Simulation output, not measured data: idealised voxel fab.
Process module under the name voxel quadruple lines
Displayed cross-section: cut, width of 160 nm, square cells sized 5 nm.
In this document a cross-section is written as a grid of square cells. It is given as a series of bands, listed from the top down, and a band is one or more rows of cells. Heights first: top, then bottom, in nm. Then materials, left to right, each with a width in nm. "throughout" on a single material: fills the band edge to edge. "air": empty space. Zero point of the height axis is 0; under it, received wafer = one material. Lowest band: continues down indefinitely, "0 -> down". So if you see something like "30..40" for the width, read it as the top row of the band sitting at the first number and the bottom row at the second, with every row in between moving by the same amount as the last. What does "nothing changed" mean for a step? It means no cell of the cross-section changed in that step. "closed voids" contains a list of empty spaces, each no smaller than 8 cells and without an open way to the top, written in the form width x height at distance with the distance from the left edge and all three in nm. Post-settings text on a step line: simulator's own remark regarding the step. What "overlay nm" on a step's line means: if the step has a mask, that mask lay this far to the right of its planned place, or, when the value is negative, to the left.

Listed below are the process steps as planned:
| 1 | op RECEIVE | material Si |
| 2 | op CONFORMAL_DEP | material Al2O3 | thk nm 5 |
| 3 | op DIRECTIONAL_DEP | material W | thk nm 10 |
| 4 | op DIRECTIONAL_DEP | material polySi | thk nm 20 |
| 5 | op DIRECTIONAL_DEP | material aC | thk nm 20 |
| 6 | op PATTERN | tone cover | mask id MANDREL | material resist | width nm 20 | pitch nm 60 | thk nm 25 | overlay nm -15 |
| 7 | op DIRECTIONAL_ETCH | etch materials aC | depth nm 20 |
| 8 | op STRIP | etch materials resist |
| 9 | op CONFORMAL_DEP | material SiO2 | thk nm 10 |
| 10 | op DIRECTIONAL_ETCH | etch materials SiO2 | depth nm 10 |
| 11 | op STRIP | etch materials aC |
| 12 | op DIRECTIONAL_ETCH | etch materials polySi | depth nm 20 |
| 13 | op STRIP | etch materials SiO2 |
| 14 | op CONFORMAL_DEP | material SiN | thk nm 5 |
| 15 | op DIRECTIONAL_ETCH | etch materials SiN | depth nm 5 |
| 16 | op STRIP | etch materials polySi |
| 17 | op DIRECTIONAL_ETCH | etch materials W | depth nm 10 |
| 18 | op STRIP | etch materials SiN |
Keep in mind the plan's value for the overlay nm of step 6 comes from the first wafer; the wafers don't share that setting, but they do share the same starting point.

After step 1, as received: first of several wafers, cross-section:
- 0 -> down  Si throughout
- closed voids: none

Take a look at the first of several wafers in cross-section: the module is done, and step 18 was its last step:
- 15 -> 5  10 nm air  5 nm W  10 nm air  5 nm W  10 nm air  5 nm W  10 nm air  5 nm W  10 nm air  5 nm W  10 nm air  5 nm W  10 nm air  5 nm W  10 nm air  5 nm W  40 nm air
- 5 -> 0  Al2O3 throughout
- 0 -> down  Si throughout
- closed voids: none

Last wafer at the end:
- 15 -> 5  40 nm air  5 nm W  10 nm air  5 nm W  10 nm air  5 nm W  10 nm air  5 nm W  10 nm air  5 nm W  10 nm air  5 nm W  10 nm air  5 nm W  10 nm air  5 nm W  10 nm air
- 5 -> 0  Al2O3 throughout
- 0 -> down  Si throughout
- closed voids: none

Table: wafers, a row each; end-of-module cell change per material since receipt, gain (+), loss (-); then closed voids:
overlay nm -15, +32 Al2O3, +16 W, closed voids: none
overlay nm -10, +32 Al2O3, +16 W, closed voids: none
overlay nm -5, +32 Al2O3, +16 W, closed voids: none
overlay nm 0, +32 Al2O3, +16 W, closed voids: none
overlay nm 5, +32 Al2O3, +16 W, closed voids: none
overlay nm 10, +32 Al2O3, +16 W, closed voids: none
overlay nm 15, +32 Al2O3, +16 W, closed voids: none
